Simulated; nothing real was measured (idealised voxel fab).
Herein follows the process module entitled voxel tone inversion.
Cross-section cut spans 240 nm and uses square cells 5 nm in size.
Bands, listed from the top down, are how a cross-section gets written in this document; the cross-section itself is a grid of square cells, and a band is one or more rows of them. Per band: top height and bottom height in nm, followed by the left-to-right materials and their widths in nm; "full width" marks a single material spanning edge to edge, "air" marks empty space. Heads up on the height convention: 0 is the point under which the incoming wafer is all one material, and the lowest band has no bottom, it just keeps going down, like "z 0 and below". A width such as "30..40" changes by the same amount from each row of cells to the next, from the band's top row to its bottom row. "no change occurred" for a step: no cell of the cross-section changed in that step. Listed in "Unvented internal voids": every empty space of 8 or more cells without an open way to the top. Form: width x height at distance, the distance being from the left edge, all in nm. Heads up: the bit after the settings on a step's line is the simulator's remark on that step. overlay nm: right-of-plan distance of the mask on a masked step; negative values mean left-of-plan.

The planned process steps are enumerated hereunder
- 1: op RECEIVE | material Si
- 2: op CONFORMAL_DEP | material SiN | thk nm 5
- 3: op DIRECTIONAL_DEP | material aC | thk nm 25
- 4: op PATTERN | tone cover | mask id POSTS | material resist | width nm 20 | pitch nm 50 | thk nm 35 | overlay nm 0
- 5: op DIRECTIONAL_ETCH | etch materials aC | depth nm 25
- 6: op STRIP | etch materials resist
- 7: op FILL_DEP | material lowk | thk nm 5
- 8: op CMP | height nm 35
- 9: op STRIP | etch materials aC
- 10: op CONFORMAL_DEP | material TiN | thk nm 5
- 11: op FILL_DEP | material Ru | thk nm 10
- 12: op CMP | height nm 35
- 13: op CONFORMAL_DEP | material SiN | thk nm 5
Variable across wafers: step 2 thk nm (plan value is that of the first wafer; starting state common to all).

Cross-section of the first incoming wafer of several, state after step 1
  z 0 and below = Si full width
  Unvented internal voids: none

End of the module, past its last step, step 13: how the first of several wafers looks in cross-section
  z 40 to 35 = SiN full width
  z 35 to 30 = lowk full width
  z 30 to 5 = 35 nm lowk  20 nm aC  30 nm lowk  20 nm aC  30 nm lowk  20 nm aC  30 nm lowk  20 nm aC  35 nm lowk
  z 5 to 0 = SiN full width
  z 0 and below = Si full width
  Unvented internal voids: none

Sectional view of the last wafer upon completion of the module
  z 40 to 35 = SiN full width
  z 35 to 30 = 35 nm lowk  5 nm TiN  10 nm Ru  5 nm TiN  30 nm lowk  5 nm TiN  10 nm Ru  5 nm TiN  30 nm lowk  5 nm TiN  10 nm Ru  5 nm TiN  30 nm lowk  5 nm TiN  10 nm Ru  5 nm TiN  35 nm lowk
  z 30 to 25 = 35 nm lowk  20 nm TiN  30 nm lowk  20 nm TiN  30 nm lowk  20 nm TiN  30 nm lowk  20 nm TiN  35 nm lowk
  z 25 to 0 = SiN full width
  z 0 and below = Si full width
  Unvented internal voids: none

each wafer at the end: cells of each material gained (+) or lost (-) since it was received, then its closed voids
thk nm 5, +96 SiN, +80 aC, +208 lowk, Unvented internal voids: none
thk nm 10, +32 Ru, +144 SiN, +48 TiN, +160 lowk, Unvented internal voids: none
thk nm 15, +24 Ru, +192 SiN, +40 TiN, +128 lowk, Unvented internal voids: none
thk nm 20, +16 Ru, +240 SiN, +32 TiN, +96 lowk, Unvented internal voids: none
thk nm 25, +8 Ru, +288 SiN, +24 TiN, +64 lowk, Unvented internal voids: none
